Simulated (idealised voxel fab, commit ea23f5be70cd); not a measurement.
The name of this process module is voxel wiring stack.
Section cut is 140 nm wide and gridded with 5 nm square cells.
Reading order for cross-sections: top band down to bottom band. Underlying form: a grid of square cells. Band size: one or more rows of cells. The band entry comprises the height of the band's top followed by the height of its bottom, expressed in nm, and subsequently the band's materials from left to right, each stated together with its width in nm. Where a single material is marked with the word "full width", that material fills the band from edge to edge. The word "empty" represents empty space. Heights are reckoned from 0. Under this level, the received wafer is all of one material. The bottommost band is open-ended downward, for example "z 0 and below". Width: "30..40" (first number = top row, second number = bottom row, same change from row to row of cells). No cell of the cross-section changed in a step that is given as "everything unchanged". Any empty space of 8 cells or more lacking an open way to the top shows up in "Closed void catalog" as width x height at distance, distance from the left edge, in nm. Where a step's line continues beyond its settings, the continuation is a remark by the simulator itself on that step. overlay nm, on a step with a mask: how far to the right of its planned place the mask lay; to the left if negative.
-- The planned process steps are enumerated hereunder
step 1: RECEIVE [material Si]
step 2: CONFORMAL_DEP [material SiO2] [thk nm 15]
step 3: DIRECTIONAL_DEP [material TiN] [thk nm 5]
step 4: DIRECTIONAL_DEP [material W] [thk nm 15]
step 5: PATTERN [tone cover] [mask id METAL_1] [material resist] [width nm 20] [pitch nm 40] [thk nm 20] [overlay nm 0]
step 6: DIRECTIONAL_ETCH [etch materials W] [depth nm 15]
step 7: DIRECTIONAL_ETCH [etch materials TiN] [depth nm 5]
step 8: STRIP [etch materials resist]
step 9: FILL_DEP [material SiO2] [thk nm 5]
step 10: CMP [height nm 35]
step 11: CONFORMAL_DEP [material SiCN] [thk nm 5]
step 12: DIRECTIONAL_DEP [material lowk] [thk nm 35]
step 13: MASKED_ETCH [tone open] [mask id METAL_2_HOLES] [width nm 15] [pitch nm 40] [etch materials lowk] [depth nm 35] [overlay nm 0]
step 14: PATTERN [tone open] [mask id METAL_2] [material resist] [width nm 20] [pitch nm 40] [thk nm 15] [overlay nm 0]
step 15: DIRECTIONAL_ETCH [etch materials lowk] [depth nm 20]
step 16: DIRECTIONAL_ETCH [etch materials SiCN] [depth nm 5]
step 17: STRIP [etch materials resist]
step 18: CONFORMAL_DEP [material TiN] [thk nm 5]
step 19: FILL_DEP [material Ru] [thk nm 5]
step 20: CMP [height nm 75]
step 21: CONFORMAL_DEP [material SiN] [thk nm 5]
-- Cross-section, incoming material, after step 1
> z 0 and below  Si full width
> Closed void catalog: none
-- Wafer cross-section at end of module: start and plan as shown above, one execution error
> z 80 to 75  SiN full width
> z 75 to 60  20 lowk | 5 TiN | 10 Ru | 5 TiN | 20 lowk | 5 TiN | 10 Ru | 5 TiN | 20 lowk | 5 TiN | 10 Ru | 5 TiN | 20 lowk
> z 60 to 55  20 lowk | 5 TiN | 5 Ru | 10 TiN | 20 lowk | 5 TiN | 5 Ru | 10 TiN | 20 lowk | 5 TiN | 5 Ru | 10 TiN | 20 lowk
> z 55 to 40  20 lowk | 5 TiN | 5 Ru | 5 TiN | 25 lowk | 5 TiN | 5 Ru | 5 TiN | 25 lowk | 5 TiN | 5 Ru | 5 TiN | 25 lowk
> z 40 to 35  20 SiCN | 15 TiN | 25 SiCN | 15 TiN | 25 SiCN | 15 TiN | 25 SiCN
> z 35 to 30  20 SiO2 | 20 TiN | 20 SiO2 | 20 TiN | 20 SiO2 | 20 TiN | 20 SiO2
> z 30 to 0  SiO2 full width
> z 0 and below  Si full width
> Closed void catalog: none
The plan and the run diverged here: execution of plan step 2 occurred twice
